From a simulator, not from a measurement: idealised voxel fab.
process module | voxel wiring stack
cross-section cut | 260 nm wide | cells 5 nm
A cross-section is a grid of square cells, given in bands from the top down. A band is one or more rows of cells.
Each band's line starts with the height of the band's top and of its bottom, in nm. Then come its materials from left to right, each with its width in nm. One material with "throughout" fills the band from edge to edge. "air" is empty space.
Height 0 is the level under which the wafer as received is all one material. The lowest band goes on downwards, as in "0 down".
A width such as "30 to 40" changes by the same amount from each row of cells to the next, from the band's top row to its bottom row.
"no change" after a step means that no cell of the cross-section changed.
closed voids: empty space of 8 cells or more with no open way to the top, each as width x height at its distance from the left edge, in nm
after a step's settings: what the simulator itself notes on the step
overlay nm, on a step with a mask: how far to the right of its planned place the mask lay; to the left if negative
plan
1 op RECEIVE | material Si
2 op CONFORMAL_DEP | material SiO2 | thk nm 15
3 op CONFORMAL_DEP | material SiCN | thk nm 5
4 op DIRECTIONAL_DEP | material lowk | thk nm 15
5 op DIRECTIONAL_DEP | material aC | thk nm 10
6 op PATTERN | tone open | mask id METAL_1 | material resist | width nm 30 | pitch nm 45 | thk nm 30 | overlay nm 0
7 op DIRECTIONAL_ETCH | etch materials aC | depth nm 10
8 op STRIP | etch materials resist
9 op DIRECTIONAL_ETCH | etch materials lowk | depth nm 15
10 op DIRECTIONAL_ETCH | etch materials SiCN | depth nm 5
11 op STRIP | etch materials aC
12 op CONFORMAL_DEP | material TiN | thk nm 5
13 op FILL_DEP | material Ru | thk nm 10
14 op CMP | height nm 35
15 op CONFORMAL_DEP | material SiCN | thk nm 5
16 op DIRECTIONAL_DEP | material SiO2 | thk nm 30
17 op PATTERN | tone open | mask id METAL_2 | material resist | width nm 30 | pitch nm 45 | thk nm 20 | overlay nm 0
18 op DIRECTIONAL_ETCH | etch materials SiO2 | depth nm 20
19 op STRIP | etch materials resist
20 op PATTERN | tone open | mask id METAL_2_HOLES | material resist | width nm 15 | pitch nm 45 | thk nm 20 | overlay nm 0
21 op DIRECTIONAL_ETCH | etch materials SiO2 | depth nm 10
22 op DIRECTIONAL_ETCH | etch materials SiCN | depth nm 5
23 op STRIP | etch materials resist
24 op CONFORMAL_DEP | material TiN | thk nm 5
25 op FILL_DEP | material Cu | thk nm 5
26 op CMP | height nm 70
27 op CONFORMAL_DEP | material SiCN | thk nm 5
28 op DIRECTIONAL_DEP | material lowk | thk nm 30
29 op DIRECTIONAL_DEP | material aC | thk nm 15
30 op PATTERN | tone open | mask id METAL_3_HOLES | material resist | width nm 15 | pitch nm 45 | thk nm 35 | overlay nm 0
31 op DIRECTIONAL_ETCH | etch materials aC | depth nm 15
32 op STRIP | etch materials resist
33 op DIRECTIONAL_ETCH | etch materials lowk | depth nm 30
34 op STRIP | etch materials aC
35 op MASKED_ETCH | tone open | mask id METAL_3 | width nm 30 | pitch nm 45 | etch materials lowk | depth nm 15 | overlay nm 0
36 op MASKED_ETCH | tone open | mask id METAL_3 | width nm 30 | pitch nm 45 | etch materials SiCN | depth nm 5 | overlay nm 0
37 op CONFORMAL_DEP | material TiN | thk nm 5
38 op FILL_DEP | material Cu | thk nm 5
39 op CMP | height nm 105
40 op CONFORMAL_DEP | material SiCN | thk nm 5
first wafer, as planned
as received, after step 1
  0 down: Si throughout
  closed voids: none
after step 2
  15 to 0: SiO2 throughout
  below 0: unchanged
after step 3
  20 to 15: SiCN throughout
  below 15: unchanged
after step 4
  35 to 20: lowk throughout
  below 20: unchanged
after step 5
  45 to 35: aC throughout
  below 35: unchanged
after step 6
  75 to 45: resist 45 | air 30 | resist 15 | air 30 | resist 15 | air 30 | resist 15 | air 30 | resist 50
  below 45: unchanged
after step 7
  65 to 45: resist 45 | air 30 | resist 15 | air 30 | resist 15 | air 30 | resist 15 | air 30 | resist 50
  45 to 35: aC 45 | air 30 | aC 15 | air 30 | aC 15 | air 30 | aC 15 | air 30 | aC 50
  below 35: unchanged
after step 8
  45 to 35: aC 45 | air 30 | aC 15 | air 30 | aC 15 | air 30 | aC 15 | air 30 | aC 50
  below 35: unchanged
after step 9
  45 to 35: aC 45 | air 30 | aC 15 | air 30 | aC 15 | air 30 | aC 15 | air 30 | aC 50
  35 to 20: lowk 45 | air 30 | lowk 15 | air 30 | lowk 15 | air 30 | lowk 15 | air 30 | lowk 50
  below 20: unchanged
after step 10
  45 to 35: aC 45 | air 30 | aC 15 | air 30 | aC 15 | air 30 | aC 15 | air 30 | aC 50
  35 to 20: lowk 45 | air 30 | lowk 15 | air 30 | lowk 15 | air 30 | lowk 15 | air 30 | lowk 50
  20 to 15: SiCN 45 | air 30 | SiCN 15 | air 30 | SiCN 15 | air 30 | SiCN 15 | air 30 | SiCN 50
  below 15: unchanged
after step 11
  35 to 20: lowk 45 | air 30 | lowk 15 | air 30 | lowk 15 | air 30 | lowk 15 | air 30 | lowk 50
  below 20: unchanged
after step 12
  40 to 35: TiN 50 | air 20 | TiN 25 | air 20 | TiN 25 | air 20 | TiN 25 | air 20 | TiN 55
  35 to 20: lowk 45 | TiN 5 | air 20 | TiN 5 | lowk 15 | TiN 5 | air 20 | TiN 5 | lowk 15 | TiN 5 | air 20 | TiN 5 | lowk 15 | TiN 5 | air 20 | TiN 5 | lowk 50
  20 to 15: SiCN 45 | TiN 30 | SiCN 15 | TiN 30 | SiCN 15 | TiN 30 | SiCN 15 | TiN 30 | SiCN 50
  below 15: unchanged
after step 13
  50 to 40: Ru throughout
  40 to 35: TiN 50 | Ru 20 | TiN 25 | Ru 20 | TiN 25 | Ru 20 | TiN 25 | Ru 20 | TiN 55
  35 to 20: lowk 45 | TiN 5 | Ru 20 | TiN 5 | lowk 15 | TiN 5 | Ru 20 | TiN 5 | lowk 15 | TiN 5 | Ru 20 | TiN 5 | lowk 15 | TiN 5 | Ru 20 | TiN 5 | lowk 50
  below 20: unchanged
after step 14
  35 to 20: lowk 45 | TiN 5 | Ru 20 | TiN 5 | lowk 15 | TiN 5 | Ru 20 | TiN 5 | lowk 15 | TiN 5 | Ru 20 | TiN 5 | lowk 15 | TiN 5 | Ru 20 | TiN 5 | lowk 50
  below 20: unchanged
after step 15
  40 to 35: SiCN throughout
  below 35: unchanged
after step 16
  70 to 40: SiO2 throughout
  below 40: unchanged
after step 17
  90 to 70: resist 45 | air 30 | resist 15 | air 30 | resist 15 | air 30 | resist 15 | air 30 | resist 50
  below 70: unchanged
after step 18
  90 to 70: resist 45 | air 30 | resist 15 | air 30 | resist 15 | air 30 | resist 15 | air 30 | resist 50
  70 to 50: SiO2 45 | air 30 | SiO2 15 | air 30 | SiO2 15 | air 30 | SiO2 15 | air 30 | SiO2 50
  below 50: unchanged
after step 19
  70 to 50: SiO2 45 | air 30 | SiO2 15 | air 30 | SiO2 15 | air 30 | SiO2 15 | air 30 | SiO2 50
  below 50: unchanged
after step 20
  90 to 70: resist 45 | air 15 | resist 30 | air 15 | resist 30 | air 15 | resist 30 | air 15 | resist 65
  70 to 50: SiO2 45 | air 15 | resist 15 | SiO2 15 | air 15 | resist 15 | SiO2 15 | air 15 | resist 15 | SiO2 15 | air 15 | resist 15 | SiO2 50
  below 50: unchanged
after step 21
  90 to 70: resist 45 | air 15 | resist 30 | air 15 | resist 30 | air 15 | resist 30 | air 15 | resist 65
  70 to 50: SiO2 45 | air 15 | resist 15 | SiO2 15 | air 15 | resist 15 | SiO2 15 | air 15 | resist 15 | SiO2 15 | air 15 | resist 15 | SiO2 50
  50 to 40: SiO2 45 | air 15 | SiO2 30 | air 15 | SiO2 30 | air 15 | SiO2 30 | air 15 | SiO2 65
  below 40: unchanged
after step 22
  90 to 70: resist 45 | air 15 | resist 30 | air 15 | resist 30 | air 15 | resist 30 | air 15 | resist 65
  70 to 50: SiO2 45 | air 15 | resist 15 | SiO2 15 | air 15 | resist 15 | SiO2 15 | air 15 | resist 15 | SiO2 15 | air 15 | resist 15 | SiO2 50
  50 to 40: SiO2 45 | air 15 | SiO2 30 | air 15 | SiO2 30 | air 15 | SiO2 30 | air 15 | SiO2 65
  40 to 35: SiCN 45 | air 15 | SiCN 30 | air 15 | SiCN 30 | air 15 | SiCN 30 | air 15 | SiCN 65
  below 35: unchanged
after step 23
  70 to 50: SiO2 45 | air 30 | SiO2 15 | air 30 | SiO2 15 | air 30 | SiO2 15 | air 30 | SiO2 50
  below 50: unchanged
after step 24
  75 to 70: TiN 50 | air 20 | TiN 25 | air 20 | TiN 25 | air 20 | TiN 25 | air 20 | TiN 55
  70 to 55: SiO2 45 | TiN 5 | air 20 | TiN 5 | SiO2 15 | TiN 5 | air 20 | TiN 5 | SiO2 15 | TiN 5 | air 20 | TiN 5 | SiO2 15 | TiN 5 | air 20 | TiN 5 | SiO2 50
  55 to 50: SiO2 45 | TiN 5 | air 5 | TiN 20 | SiO2 15 | TiN 5 | air 5 | TiN 20 | SiO2 15 | TiN 5 | air 5 | TiN 20 | SiO2 15 | TiN 5 | air 5 | TiN 20 | SiO2 50
  50 to 40: SiO2 45 | TiN 5 | air 5 | TiN 5 | SiO2 30 | TiN 5 | air 5 | TiN 5 | SiO2 30 | TiN 5 | air 5 | TiN 5 | SiO2 30 | TiN 5 | air 5 | TiN 5 | SiO2 65
  40 to 35: SiCN 45 | TiN 15 | SiCN 30 | TiN 15 | SiCN 30 | TiN 15 | SiCN 30 | TiN 15 | SiCN 65
  below 35: unchanged
after step 25
  80 to 75: Cu throughout
  75 to 70: TiN 50 | Cu 20 | TiN 25 | Cu 20 | TiN 25 | Cu 20 | TiN 25 | Cu 20 | TiN 55
  70 to 55: SiO2 45 | TiN 5 | Cu 20 | TiN 5 | SiO2 15 | TiN 5 | Cu 20 | TiN 5 | SiO2 15 | TiN 5 | Cu 20 | TiN 5 | SiO2 15 | TiN 5 | Cu 20 | TiN 5 | SiO2 50
  55 to 50: SiO2 45 | TiN 5 | Cu 5 | TiN 20 | SiO2 15 | TiN 5 | Cu 5 | TiN 20 | SiO2 15 | TiN 5 | Cu 5 | TiN 20 | SiO2 15 | TiN 5 | Cu 5 | TiN 20 | SiO2 50
  50 to 40: SiO2 45 | TiN 5 | Cu 5 | TiN 5 | SiO2 30 | TiN 5 | Cu 5 | TiN 5 | SiO2 30 | TiN 5 | Cu 5 | TiN 5 | SiO2 30 | TiN 5 | Cu 5 | TiN 5 | SiO2 65
  below 40: unchanged
after step 26
  70 to 55: SiO2 45 | TiN 5 | Cu 20 | TiN 5 | SiO2 15 | TiN 5 | Cu 20 | TiN 5 | SiO2 15 | TiN 5 | Cu 20 | TiN 5 | SiO2 15 | TiN 5 | Cu 20 | TiN 5 | SiO2 50
  below 55: unchanged
after step 27
  75 to 70: SiCN throughout
  below 70: unchanged
after step 28
  105 to 75: lowk throughout
  below 75: unchanged
after step 29
  120 to 105: aC throughout
  below 105: unchanged
after step 30
  155 to 120: resist 45 | air 15 | resist 30 | air 15 | resist 30 | air 15 | resist 30 | air 15 | resist 65
  below 120: unchanged
after step 31
  140 to 120: resist 45 | air 15 | resist 30 | air 15 | resist 30 | air 15 | resist 30 | air 15 | resist 65
  120 to 105: aC 45 | air 15 | aC 30 | air 15 | aC 30 | air 15 | aC 30 | air 15 | aC 65
  below 105: unchanged
after step 32
  120 to 105: aC 45 | air 15 | aC 30 | air 15 | aC 30 | air 15 | aC 30 | air 15 | aC 65
  below 105: unchanged
after step 33
  120 to 105: aC 45 | air 15 | aC 30 | air 15 | aC 30 | air 15 | aC 30 | air 15 | aC 65
  105 to 75: lowk 45 | air 15 | lowk 30 | air 15 | lowk 30 | air 15 | lowk 30 | air 15 | lowk 65
  below 75: unchanged
after step 34
  105 to 75: lowk 45 | air 15 | lowk 30 | air 15 | lowk 30 | air 15 | lowk 30 | air 15 | lowk 65
  below 75: unchanged
after step 35
  105 to 90: lowk 45 | air 30 | lowk 15 | air 30 | lowk 15 | air 30 | lowk 15 | air 30 | lowk 50
  below 90: unchanged
after step 36
  105 to 90: lowk 45 | air 30 | lowk 15 | air 30 | lowk 15 | air 30 | lowk 15 | air 30 | lowk 50
  90 to 75: lowk 45 | air 15 | lowk 30 | air 15 | lowk 30 | air 15 | lowk 30 | air 15 | lowk 65
  75 to 70: SiCN 45 | air 15 | SiCN 30 | air 15 | SiCN 30 | air 15 | SiCN 30 | air 15 | SiCN 65
  below 70: unchanged
after step 37
  110 to 105: TiN 50 | air 20 | TiN 25 | air 20 | TiN 25 | air 20 | TiN 25 | air 20 | TiN 55
  105 to 95: lowk 45 | TiN 5 | air 20 | TiN 5 | lowk 15 | TiN 5 | air 20 | TiN 5 | lowk 15 | TiN 5 | air 20 | TiN 5 | lowk 15 | TiN 5 | air 20 | TiN 5 | lowk 50
  95 to 90: lowk 45 | TiN 5 | air 5 | TiN 20 | lowk 15 | TiN 5 | air 5 | TiN 20 | lowk 15 | TiN 5 | air 5 | TiN 20 | lowk 15 | TiN 5 | air 5 | TiN 20 | lowk 50
  90 to 75: lowk 45 | TiN 5 | air 5 | TiN 5 | lowk 30 | TiN 5 | air 5 | TiN 5 | lowk 30 | TiN 5 | air 5 | TiN 5 | lowk 30 | TiN 5 | air 5 | TiN 5 | lowk 65
  75 to 70: SiCN 45 | TiN 15 | SiCN 30 | TiN 15 | SiCN 30 | TiN 15 | SiCN 30 | TiN 15 | SiCN 65
  below 70: unchanged
after step 38
  115 to 110: Cu throughout
  110 to 105: TiN 50 | Cu 20 | TiN 25 | Cu 20 | TiN 25 | Cu 20 | TiN 25 | Cu 20 | TiN 55
  105 to 95: lowk 45 | TiN 5 | Cu 20 | TiN 5 | lowk 15 | TiN 5 | Cu 20 | TiN 5 | lowk 15 | TiN 5 | Cu 20 | TiN 5 | lowk 15 | TiN 5 | Cu 20 | TiN 5 | lowk 50
  95 to 90: lowk 45 | TiN 5 | Cu 5 | TiN 20 | lowk 15 | TiN 5 | Cu 5 | TiN 20 | lowk 15 | TiN 5 | Cu 5 | TiN 20 | lowk 15 | TiN 5 | Cu 5 | TiN 20 | lowk 50
  90 to 75: lowk 45 | TiN 5 | Cu 5 | TiN 5 | lowk 30 | TiN 5 | Cu 5 | TiN 5 | lowk 30 | TiN 5 | Cu 5 | TiN 5 | lowk 30 | TiN 5 | Cu 5 | TiN 5 | lowk 65
  below 75: unchanged
after step 39
  105 to 95: lowk 45 | TiN 5 | Cu 20 | TiN 5 | lowk 15 | TiN 5 | Cu 20 | TiN 5 | lowk 15 | TiN 5 | Cu 20 | TiN 5 | lowk 15 | TiN 5 | Cu 20 | TiN 5 | lowk 50
  below 95: unchanged
after step 40
  110 to 105: SiCN throughout
  below 105: unchanged
second wafer: like start, like plan, one mistake. Through step 5 it matches the first wafer
when step 6 should have ended
  75 to 45: resist 50 | air 30 | resist 15 | air 30 | resist 15 | air 30 | resist 15 | air 30 | resist 45
  below 45: unchanged
when step 7 should have ended
  65 to 45: resist 50 | air 30 | resist 15 | air 30 | resist 15 | air 30 | resist 15 | air 30 | resist 45
  45 to 35: aC 50 | air 30 | aC 15 | air 30 | aC 15 | air 30 | aC 15 | air 30 | aC 45
  below 35: unchanged
when step 8 should have ended
  45 to 35: aC 50 | air 30 | aC 15 | air 30 | aC 15 | air 30 | aC 15 | air 30 | aC 45
  below 35: unchanged
when step 9 should have ended
  45 to 35: aC 50 | air 30 | aC 15 | air 30 | aC 15 | air 30 | aC 15 | air 30 | aC 45
  35 to 20: lowk 50 | air 30 | lowk 15 | air 30 | lowk 15 | air 30 | lowk 15 | air 30 | lowk 45
  below 20: unchanged
when step 10 should have ended
  45 to 35: aC 50 | air 30 | aC 15 | air 30 | aC 15 | air 30 | aC 15 | air 30 | aC 45
  35 to 20: lowk 50 | air 30 | lowk 15 | air 30 | lowk 15 | air 30 | lowk 15 | air 30 | lowk 45
  20 to 15: SiCN 50 | air 30 | SiCN 15 | air 30 | SiCN 15 | air 30 | SiCN 15 | air 30 | SiCN 45
  below 15: unchanged
when step 11 should have ended
  35 to 20: lowk 50 | air 30 | lowk 15 | air 30 | lowk 15 | air 30 | lowk 15 | air 30 | lowk 45
  below 20: unchanged
when step 12 should have ended
  40 to 35: TiN 55 | air 20 | TiN 25 | air 20 | TiN 25 | air 20 | TiN 25 | air 20 | TiN 50
  35 to 20: lowk 50 | TiN 5 | air 20 | TiN 5 | lowk 15 | TiN 5 | air 20 | TiN 5 | lowk 15 | TiN 5 | air 20 | TiN 5 | lowk 15 | TiN 5 | air 20 | TiN 5 | lowk 45
  20 to 15: SiCN 50 | TiN 30 | SiCN 15 | TiN 30 | SiCN 15 | TiN 30 | SiCN 15 | TiN 30 | SiCN 45
  below 15: unchanged
when step 13 should have ended
  50 to 40: Ru throughout
  40 to 35: TiN 55 | Ru 20 | TiN 25 | Ru 20 | TiN 25 | Ru 20 | TiN 25 | Ru 20 | TiN 50
  35 to 20: lowk 50 | TiN 5 | Ru 20 | TiN 5 | lowk 15 | TiN 5 | Ru 20 | TiN 5 | lowk 15 | TiN 5 | Ru 20 | TiN 5 | lowk 15 | TiN 5 | Ru 20 | TiN 5 | lowk 45
  below 20: unchanged
when step 14 should have ended
  35 to 20: lowk 50 | TiN 5 | Ru 20 | TiN 5 | lowk 15 | TiN 5 | Ru 20 | TiN 5 | lowk 15 | TiN 5 | Ru 20 | TiN 5 | lowk 15 | TiN 5 | Ru 20 | TiN 5 | lowk 45
  below 20: unchanged
when step 15 should have ended
  40 to 35: SiCN throughout
  below 35: unchanged
when step 16 should have ended
  70 to 40: SiO2 throughout
  below 40: unchanged
when step 17 should have ended
  90 to 70: resist 45 | air 30 | resist 15 | air 30 | resist 15 | air 30 | resist 15 | air 30 | resist 50
  below 70: unchanged
when step 18 should have ended
  90 to 70: resist 45 | air 30 | resist 15 | air 30 | resist 15 | air 30 | resist 15 | air 30 | resist 50
  70 to 50: SiO2 45 | air 30 | SiO2 15 | air 30 | SiO2 15 | air 30 | SiO2 15 | air 30 | SiO2 50
  below 50: unchanged
when step 19 should have ended
  70 to 50: SiO2 45 | air 30 | SiO2 15 | air 30 | SiO2 15 | air 30 | SiO2 15 | air 30 | SiO2 50
  below 50: unchanged
when step 20 should have ended
  90 to 70: resist 45 | air 15 | resist 30 | air 15 | resist 30 | air 15 | resist 30 | air 15 | resist 65
  70 to 50: SiO2 45 | air 15 | resist 15 | SiO2 15 | air 15 | resist 15 | SiO2 15 | air 15 | resist 15 | SiO2 15 | air 15 | resist 15 | SiO2 50
  below 50: unchanged
when step 21 should have ended
  90 to 70: resist 45 | air 15 | resist 30 | air 15 | resist 30 | air 15 | resist 30 | air 15 | resist 65
  70 to 50: SiO2 45 | air 15 | resist 15 | SiO2 15 | air 15 | resist 15 | SiO2 15 | air 15 | resist 15 | SiO2 15 | air 15 | resist 15 | SiO2 50
  50 to 40: SiO2 45 | air 15 | SiO2 30 | air 15 | SiO2 30 | air 15 | SiO2 30 | air 15 | SiO2 65
  below 40: unchanged
when step 22 should have ended
  90 to 70: resist 45 | air 15 | resist 30 | air 15 | resist 30 | air 15 | resist 30 | air 15 | resist 65
  70 to 50: SiO2 45 | air 15 | resist 15 | SiO2 15 | air 15 | resist 15 | SiO2 15 | air 15 | resist 15 | SiO2 15 | air 15 | resist 15 | SiO2 50
  50 to 40: SiO2 45 | air 15 | SiO2 30 | air 15 | SiO2 30 | air 15 | SiO2 30 | air 15 | SiO2 65
  40 to 35: SiCN 45 | air 15 | SiCN 30 | air 15 | SiCN 30 | air 15 | SiCN 30 | air 15 | SiCN 65
  below 35: unchanged
when step 23 should have ended
  70 to 50: SiO2 45 | air 30 | SiO2 15 | air 30 | SiO2 15 | air 30 | SiO2 15 | air 30 | SiO2 50
  below 50: unchanged
when step 24 should have ended
  75 to 70: TiN 50 | air 20 | TiN 25 | air 20 | TiN 25 | air 20 | TiN 25 | air 20 | TiN 55
  70 to 55: SiO2 45 | TiN 5 | air 20 | TiN 5 | SiO2 15 | TiN 5 | air 20 | TiN 5 | SiO2 15 | TiN 5 | air 20 | TiN 5 | SiO2 15 | TiN 5 | air 20 | TiN 5 | SiO2 50
  55 to 50: SiO2 45 | TiN 5 | air 5 | TiN 20 | SiO2 15 | TiN 5 | air 5 | TiN 20 | SiO2 15 | TiN 5 | air 5 | TiN 20 | SiO2 15 | TiN 5 | air 5 | TiN 20 | SiO2 50
  50 to 40: SiO2 45 | TiN 5 | air 5 | TiN 5 | SiO2 30 | TiN 5 | air 5 | TiN 5 | SiO2 30 | TiN 5 | air 5 | TiN 5 | SiO2 30 | TiN 5 | air 5 | TiN 5 | SiO2 65
  40 to 35: SiCN 45 | TiN 15 | SiCN 30 | TiN 15 | SiCN 30 | TiN 15 | SiCN 30 | TiN 15 | SiCN 65
  below 35: unchanged
when step 25 should have ended
  80 to 75: Cu throughout
  75 to 70: TiN 50 | Cu 20 | TiN 25 | Cu 20 | TiN 25 | Cu 20 | TiN 25 | Cu 20 | TiN 55
  70 to 55: SiO2 45 | TiN 5 | Cu 20 | TiN 5 | SiO2 15 | TiN 5 | Cu 20 | TiN 5 | SiO2 15 | TiN 5 | Cu 20 | TiN 5 | SiO2 15 | TiN 5 | Cu 20 | TiN 5 | SiO2 50
  55 to 50: SiO2 45 | TiN 5 | Cu 5 | TiN 20 | SiO2 15 | TiN 5 | Cu 5 | TiN 20 | SiO2 15 | TiN 5 | Cu 5 | TiN 20 | SiO2 15 | TiN 5 | Cu 5 | TiN 20 | SiO2 50
  50 to 40: SiO2 45 | TiN 5 | Cu 5 | TiN 5 | SiO2 30 | TiN 5 | Cu 5 | TiN 5 | SiO2 30 | TiN 5 | Cu 5 | TiN 5 | SiO2 30 | TiN 5 | Cu 5 | TiN 5 | SiO2 65
  below 40: unchanged
when step 26 should have ended
  70 to 55: SiO2 45 | TiN 5 | Cu 20 | TiN 5 | SiO2 15 | TiN 5 | Cu 20 | TiN 5 | SiO2 15 | TiN 5 | Cu 20 | TiN 5 | SiO2 15 | TiN 5 | Cu 20 | TiN 5 | SiO2 50
  below 55: unchanged
when step 27 should have ended
  75 to 70: SiCN throughout
  below 70: unchanged
when step 28 should have ended
  105 to 75: lowk throughout
  below 75: unchanged
when step 29 should have ended
  120 to 105: aC throughout
  below 105: unchanged
when step 30 should have ended
  155 to 120: resist 45 | air 15 | resist 30 | air 15 | resist 30 | air 15 | resist 30 | air 15 | resist 65
  below 120: unchanged
when step 31 should have ended
  140 to 120: resist 45 | air 15 | resist 30 | air 15 | resist 30 | air 15 | resist 30 | air 15 | resist 65
  120 to 105: aC 45 | air 15 | aC 30 | air 15 | aC 30 | air 15 | aC 30 | air 15 | aC 65
  below 105: unchanged
when step 32 should have ended
  120 to 105: aC 45 | air 15 | aC 30 | air 15 | aC 30 | air 15 | aC 30 | air 15 | aC 65
  below 105: unchanged
when step 33 should have ended
  120 to 105: aC 45 | air 15 | aC 30 | air 15 | aC 30 | air 15 | aC 30 | air 15 | aC 65
  105 to 75: lowk 45 | air 15 | lowk 30 | air 15 | lowk 30 | air 15 | lowk 30 | air 15 | lowk 65
  below 75: unchanged
when step 34 should have ended
  105 to 75: lowk 45 | air 15 | lowk 30 | air 15 | lowk 30 | air 15 | lowk 30 | air 15 | lowk 65
  below 75: unchanged
when step 35 should have ended
  105 to 90: lowk 45 | air 30 | lowk 15 | air 30 | lowk 15 | air 30 | lowk 15 | air 30 | lowk 50
  below 90: unchanged
when step 36 should have ended
  105 to 90: lowk 45 | air 30 | lowk 15 | air 30 | lowk 15 | air 30 | lowk 15 | air 30 | lowk 50
  90 to 75: lowk 45 | air 15 | lowk 30 | air 15 | lowk 30 | air 15 | lowk 30 | air 15 | lowk 65
  75 to 70: SiCN 45 | air 15 | SiCN 30 | air 15 | SiCN 30 | air 15 | SiCN 30 | air 15 | SiCN 65
  below 70: unchanged
when step 37 should have ended
  110 to 105: TiN 50 | air 20 | TiN 25 | air 20 | TiN 25 | air 20 | TiN 25 | air 20 | TiN 55
  105 to 95: lowk 45 | TiN 5 | air 20 | TiN 5 | lowk 15 | TiN 5 | air 20 | TiN 5 | lowk 15 | TiN 5 | air 20 | TiN 5 | lowk 15 | TiN 5 | air 20 | TiN 5 | lowk 50
  95 to 90: lowk 45 | TiN 5 | air 5 | TiN 20 | lowk 15 | TiN 5 | air 5 | TiN 20 | lowk 15 | TiN 5 | air 5 | TiN 20 | lowk 15 | TiN 5 | air 5 | TiN 20 | lowk 50
  90 to 75: lowk 45 | TiN 5 | air 5 | TiN 5 | lowk 30 | TiN 5 | air 5 | TiN 5 | lowk 30 | TiN 5 | air 5 | TiN 5 | lowk 30 | TiN 5 | air 5 | TiN 5 | lowk 65
  75 to 70: SiCN 45 | TiN 15 | SiCN 30 | TiN 15 | SiCN 30 | TiN 15 | SiCN 30 | TiN 15 | SiCN 65
  below 70: unchanged
when step 38 should have ended
  115 to 110: Cu throughout
  110 to 105: TiN 50 | Cu 20 | TiN 25 | Cu 20 | TiN 25 | Cu 20 | TiN 25 | Cu 20 | TiN 55
  105 to 95: lowk 45 | TiN 5 | Cu 20 | TiN 5 | lowk 15 | TiN 5 | Cu 20 | TiN 5 | lowk 15 | TiN 5 | Cu 20 | TiN 5 | lowk 15 | TiN 5 | Cu 20 | TiN 5 | lowk 50
  95 to 90: lowk 45 | TiN 5 | Cu 5 | TiN 20 | lowk 15 | TiN 5 | Cu 5 | TiN 20 | lowk 15 | TiN 5 | Cu 5 | TiN 20 | lowk 15 | TiN 5 | Cu 5 | TiN 20 | lowk 50
  90 to 75: lowk 45 | TiN 5 | Cu 5 | TiN 5 | lowk 30 | TiN 5 | Cu 5 | TiN 5 | lowk 30 | TiN 5 | Cu 5 | TiN 5 | lowk 30 | TiN 5 | Cu 5 | TiN 5 | lowk 65
  below 75: unchanged
when step 39 should have ended
  105 to 95: lowk 45 | TiN 5 | Cu 20 | TiN 5 | lowk 15 | TiN 5 | Cu 20 | TiN 5 | lowk 15 | TiN 5 | Cu 20 | TiN 5 | lowk 15 | TiN 5 | Cu 20 | TiN 5 | lowk 50
  below 95: unchanged
when step 40 should have ended
  110 to 105: SiCN throughout
  below 105: unchanged
what went wrong: step 6 ran as: op PATTERN | tone open | mask id METAL_1 | material resist | width nm 30 | pitch nm 45 | thk nm 30 | overlay nm 5
at the end the second wafer has, in cells: as many of each material as the first, in other places
